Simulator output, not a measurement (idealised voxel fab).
The following process module bears the name voxel self aligned contacts.
It is cross-section cut that appears here, measuring 290 nm in width, its square cells being 5 nm in size.
For the purposes of this document, a cross-section shall be understood as a grid of square cells, specified as bands listed in top-to-bottom order, each band consisting of one or more rows of cells.
In this notation a band is specified by the heights of its top and bottom, in that order and in nm, after which its materials appear from left to right, each paired with its width in nm. The word "everywhere" attached to a single material means that material fills the band from edge to edge; the word "air" stands for empty space.
Ref level 0: as-received wafer is one material below here. Bottom band extends down with no lower bound ("top 0, no bottom").
Graded width ("30 to 40"): value in top row of band = first number; value in bottom row = second number; row-to-row change constant.
Any step labelled "remained unchanged" changed none of the cells in the cross-section.
Heads up: "Voids, fully enclosed" only lists the empty pockets with no open path to the top that are 8 cells or more, and it writes them as width x height at distance, distance from the left edge, in nm.
after a step's settings: what the simulator itself notes on the step
The optional step-line setting "overlay nm" applies to steps with a mask and quantifies how far to the right of its planned location the mask lay, a negative value indicating leftward placement.
[The following list gives the planned process steps]
| 1 | RECEIVE [material Si] |
| 2 | CONFORMAL_DEP [material SiO2] [thk nm 5] |
| 3 | DIRECTIONAL_DEP [material polySi] [thk nm 25] |
| 4 | DIRECTIONAL_DEP [material SiN] [thk nm 15] |
| 5 | PATTERN [tone cover] [mask id GATE] [material resist] [width nm 35] [pitch nm 60] [thk nm 15] [overlay nm 0] |
| 6 | DIRECTIONAL_ETCH [etch materials SiN] [depth nm 15] |
| 7 | DIRECTIONAL_ETCH [etch materials polySi] [depth nm 25] |
| 8 | STRIP [etch materials resist] |
| 9 | CONFORMAL_DEP [material SiN] [thk nm 5] |
| 10 | DIRECTIONAL_ETCH [etch materials SiN] [depth nm 5] |
| 11 | FILL_DEP [material SiO2] [thk nm 20] |
| 12 | CMP [height nm 55] |
| 13 | DIRECTIONAL_DEP [material aC] [thk nm 15] |
| 14 | PATTERN [tone open] [mask id CONTACT] [material resist] [width nm 35] [thk nm 35] [overlay nm 0] |
| 15 | DIRECTIONAL_ETCH [etch materials aC] [depth nm 15] |
| 16 | STRIP [etch materials resist] |
| 17 | DIRECTIONAL_ETCH [etch materials SiO2] [depth nm 55] |
| 18 | STRIP [etch materials aC] |
| 19 | CONFORMAL_DEP [material TiN] [thk nm 5] |
| 20 | FILL_DEP [material Ru] [thk nm 10] |
| 21 | CMP [height nm 55] |
| 22 | CONFORMAL_DEP [material SiCN] [thk nm 5] |
[first wafer, as planned]
[Cross-section of the incoming wafer, state after step 1]
top 0, no bottom = Si everywhere
Voids, fully enclosed: none
[After step 2: wafer cross-section]
top 5, bottom 0 = SiO2 everywhere
Below 0 it's all the same as before, nothing changed down there.
[After step 3: wafer cross-section]
top 30, bottom 5 = polySi everywhere
Below 5 it's all the same as before, nothing changed down there.
[After step 4: wafer cross-section]
top 45, bottom 30 = SiN everywhere
Below 30 it's all the same as before, nothing changed down there.
[After step 5: wafer cross-section]
top 60, bottom 45 = air 95, then resist 35, then air 25, then resist 35, then air 100
Below 45 it's all the same as before, nothing changed down there.
[After step 6: wafer cross-section]
top 60, bottom 45 = air 95, then resist 35, then air 25, then resist 35, then air 100
top 45, bottom 30 = air 95, then SiN 35, then air 25, then SiN 35, then air 100
Below 30 it's all the same as before, nothing changed down there.
[After step 7: wafer cross-section]
top 60, bottom 45 = air 95, then resist 35, then air 25, then resist 35, then air 100
top 45, bottom 30 = air 95, then SiN 35, then air 25, then SiN 35, then air 100
top 30, bottom 5 = air 95, then polySi 35, then air 25, then polySi 35, then air 100
Below 5 it's all the same as before, nothing changed down there.
[After step 8: wafer cross-section]
top 45, bottom 30 = air 95, then SiN 35, then air 25, then SiN 35, then air 100
Below 30 it's all the same as before, nothing changed down there.
[After step 9: wafer cross-section]
top 50, bottom 30 = air 90, then SiN 45, then air 15, then SiN 45, then air 95
top 30, bottom 10 = air 90, then SiN 5, then polySi 35, then SiN 5, then air 15, then SiN 5, then polySi 35, then SiN 5, then air 95
top 10, bottom 5 = SiN 95, then polySi 35, then SiN 25, then polySi 35, then SiN 100
Below 5 it's all the same as before, nothing changed down there.
[After step 10: wafer cross-section]
top 45, bottom 30 = air 90, then SiN 45, then air 15, then SiN 45, then air 95
top 30, bottom 5 = air 90, then SiN 5, then polySi 35, then SiN 5, then air 15, then SiN 5, then polySi 35, then SiN 5, then air 95
Below 5 it's all the same as before, nothing changed down there.
[After step 11: wafer cross-section]
top 65, bottom 45 = SiO2 everywhere
top 45, bottom 30 = SiO2 90, then SiN 45, then SiO2 15, then SiN 45, then SiO2 95
top 30, bottom 5 = SiO2 90, then SiN 5, then polySi 35, then SiN 5, then SiO2 15, then SiN 5, then polySi 35, then SiN 5, then SiO2 95
Below 5 it's all the same as before, nothing changed down there.
[After step 12: wafer cross-section]
top 55, bottom 45 = SiO2 everywhere
Below 45 it's all the same as before, nothing changed down there.
[After step 13: wafer cross-section]
top 70, bottom 55 = aC everywhere
Below 55 it's all the same as before, nothing changed down there.
[After step 14: wafer cross-section]
top 105, bottom 70 = resist 125, then air 35, then resist 130
Below 70 it's all the same as before, nothing changed down there.
[After step 15: wafer cross-section]
top 90, bottom 70 = resist 125, then air 35, then resist 130
top 70, bottom 55 = aC 125, then air 35, then aC 130
Below 55 it's all the same as before, nothing changed down there.
[After step 16: wafer cross-section]
top 70, bottom 55 = aC 125, then air 35, then aC 130
Below 55 it's all the same as before, nothing changed down there.
[After step 17: wafer cross-section]
top 70, bottom 55 = aC 125, then air 35, then aC 130
top 55, bottom 45 = SiO2 125, then air 35, then SiO2 130
top 45, bottom 30 = SiO2 90, then SiN 45, then air 15, then SiN 45, then SiO2 95
top 30, bottom 5 = SiO2 90, then SiN 5, then polySi 35, then SiN 5, then air 15, then SiN 5, then polySi 35, then SiN 5, then SiO2 95
top 5, bottom 0 = SiO2 135, then air 15, then SiO2 140
Below 0 it's all the same as before, nothing changed down there.
[After step 18: wafer cross-section]
top 55, bottom 45 = SiO2 125, then air 35, then SiO2 130
Below 45 it's all the same as before, nothing changed down there.
[After step 19: wafer cross-section]
top 60, bottom 55 = TiN 130, then air 25, then TiN 135
top 55, bottom 45 = SiO2 125, then TiN 5 to 15, then air 25 to 5, then TiN 5 to 15, then SiO2 130
top 45, bottom 30 = SiO2 90, then SiN 45, then TiN 5, then air 5, then TiN 5, then SiN 45, then SiO2 95
top 30, bottom 5 = SiO2 90, then SiN 5, then polySi 35, then SiN 5, then TiN 5, then air 5, then TiN 5, then SiN 5, then polySi 35, then SiN 5, then SiO2 95
top 5, bottom 0 = SiO2 135, then TiN 15, then SiO2 140
Below 0 it's all the same as before, nothing changed down there.
[After step 20: wafer cross-section]
top 70, bottom 60 = Ru everywhere
top 60, bottom 55 = TiN 130, then Ru 25, then TiN 135
top 55, bottom 45 = SiO2 125, then TiN 5 to 15, then Ru 25 to 5, then TiN 5 to 15, then SiO2 130
top 45, bottom 30 = SiO2 90, then SiN 45, then TiN 5, then Ru 5, then TiN 5, then SiN 45, then SiO2 95
top 30, bottom 5 = SiO2 90, then SiN 5, then polySi 35, then SiN 5, then TiN 5, then Ru 5, then TiN 5, then SiN 5, then polySi 35, then SiN 5, then SiO2 95
Below 5 it's all the same as before, nothing changed down there.
[After step 21: wafer cross-section]
top 55, bottom 45 = SiO2 125, then TiN 5 to 15, then Ru 25 to 5, then TiN 5 to 15, then SiO2 130
Below 45 it's all the same as before, nothing changed down there.
[After step 22: wafer cross-section]
top 60, bottom 55 = SiCN everywhere
Below 55 it's all the same as before, nothing changed down there.
[Regarding the second of the two wafers: it shared the first wafer's starting condition and process plan, yet one error occurred during its execution. Its history coincides with that of the first wafer up to and including step 8]
[Second wafer shown in cross-section at the time step 9 was slated to end]
top 50, bottom 45 = air 90, then Ru 45, then air 15, then Ru 45, then air 95
top 45, bottom 30 = air 90, then Ru 5, then SiN 35, then Ru 5, then air 15, then Ru 5, then SiN 35, then Ru 5, then air 95
top 30, bottom 10 = air 90, then Ru 5, then polySi 35, then Ru 5, then air 15, then Ru 5, then polySi 35, then Ru 5, then air 95
top 10, bottom 5 = Ru 95, then polySi 35, then Ru 25, then polySi 35, then Ru 100
Below 5 it's all the same as before, nothing changed down there.
Second wafer shown in cross-section at the time step 10 was slated to end: remained unchanged
[Second wafer shown in cross-section at the time step 11 was slated to end]
top 70, bottom 50 = SiO2 everywhere
top 50, bottom 45 = SiO2 90, then Ru 45, then SiO2 15, then Ru 45, then SiO2 95
top 45, bottom 30 = SiO2 90, then Ru 5, then SiN 35, then Ru 5, then SiO2 15, then Ru 5, then SiN 35, then Ru 5, then SiO2 95
top 30, bottom 10 = SiO2 90, then Ru 5, then polySi 35, then Ru 5, then SiO2 15, then Ru 5, then polySi 35, then Ru 5, then SiO2 95
Below 10 it's all the same as before, nothing changed down there.
[Second wafer shown in cross-section at the time step 12 was slated to end]
top 55, bottom 50 = SiO2 everywhere
Below 50 it's all the same as before, nothing changed down there.
[Second wafer shown in cross-section at the time step 13 was slated to end]
top 70, bottom 55 = aC everywhere
Below 55 it's all the same as before, nothing changed down there.
[Second wafer shown in cross-section at the time step 14 was slated to end]
top 105, bottom 70 = resist 125, then air 35, then resist 130
Below 70 it's all the same as before, nothing changed down there.
[Second wafer shown in cross-section at the time step 15 was slated to end]
top 90, bottom 70 = resist 125, then air 35, then resist 130
top 70, bottom 55 = aC 125, then air 35, then aC 130
Below 55 it's all the same as before, nothing changed down there.
[Second wafer shown in cross-section at the time step 16 was slated to end]
top 70, bottom 55 = aC 125, then air 35, then aC 130
Below 55 it's all the same as before, nothing changed down there.
[Second wafer shown in cross-section at the time step 17 was slated to end]
top 70, bottom 55 = aC 125, then air 35, then aC 130
top 55, bottom 50 = SiO2 125, then air 35, then SiO2 130
top 50, bottom 45 = SiO2 90, then Ru 45, then air 15, then Ru 45, then SiO2 95
top 45, bottom 30 = SiO2 90, then Ru 5, then SiN 35, then Ru 5, then air 15, then Ru 5, then SiN 35, then Ru 5, then SiO2 95
top 30, bottom 10 = SiO2 90, then Ru 5, then polySi 35, then Ru 5, then air 15, then Ru 5, then polySi 35, then Ru 5, then SiO2 95
Below 10 it's all the same as before, nothing changed down there.
[Second wafer shown in cross-section at the time step 18 was slated to end]
top 55, bottom 50 = SiO2 125, then air 35, then SiO2 130
Below 50 it's all the same as before, nothing changed down there.
[Second wafer shown in cross-section at the time step 19 was slated to end]
top 60, bottom 55 = TiN 130, then air 25, then TiN 135
top 55, bottom 50 = SiO2 125, then TiN 15, then air 5, then TiN 15, then SiO2 130
top 50, bottom 45 = SiO2 90, then Ru 45, then TiN 5, then air 5, then TiN 5, then Ru 45, then SiO2 95
top 45, bottom 30 = SiO2 90, then Ru 5, then SiN 35, then Ru 5, then TiN 5, then air 5, then TiN 5, then Ru 5, then SiN 35, then Ru 5, then SiO2 95
top 30, bottom 15 = SiO2 90, then Ru 5, then polySi 35, then Ru 5, then TiN 5, then air 5, then TiN 5, then Ru 5, then polySi 35, then Ru 5, then SiO2 95
top 15, bottom 10 = SiO2 90, then Ru 5, then polySi 35, then Ru 5, then TiN 15, then Ru 5, then polySi 35, then Ru 5, then SiO2 95
Below 10 it's all the same as before, nothing changed down there.
[Second wafer shown in cross-section at the time step 20 was slated to end]
top 70, bottom 60 = Ru everywhere
top 60, bottom 55 = TiN 130, then Ru 25, then TiN 135
top 55, bottom 50 = SiO2 125, then TiN 15, then Ru 5, then TiN 15, then SiO2 130
top 50, bottom 45 = SiO2 90, then Ru 45, then TiN 5, then Ru 5, then TiN 5, then Ru 45, then SiO2 95
top 45, bottom 30 = SiO2 90, then Ru 5, then SiN 35, then Ru 5, then TiN 5, then Ru 5, then TiN 5, then Ru 5, then SiN 35, then Ru 5, then SiO2 95
top 30, bottom 15 = SiO2 90, then Ru 5, then polySi 35, then Ru 5, then TiN 5, then Ru 5, then TiN 5, then Ru 5, then polySi 35, then Ru 5, then SiO2 95
Below 15 it's all the same as before, nothing changed down there.
[Second wafer shown in cross-section at the time step 21 was slated to end]
top 55, bottom 50 = SiO2 125, then TiN 15, then Ru 5, then TiN 15, then SiO2 130
Below 50 it's all the same as before, nothing changed down there.
[Second wafer shown in cross-section at the time step 22 was slated to end]
top 60, bottom 55 = SiCN everywhere
Below 55 it's all the same as before, nothing changed down there.
Run error: step 9 did not use the planned setting and instead ran as CONFORMAL_DEP [material Ru] [thk nm 5]
Final tally in cells, some materials are higher or lower on the second wafer than on the first: Ru +84, SiN -32, SiO2 -48, TiN -4
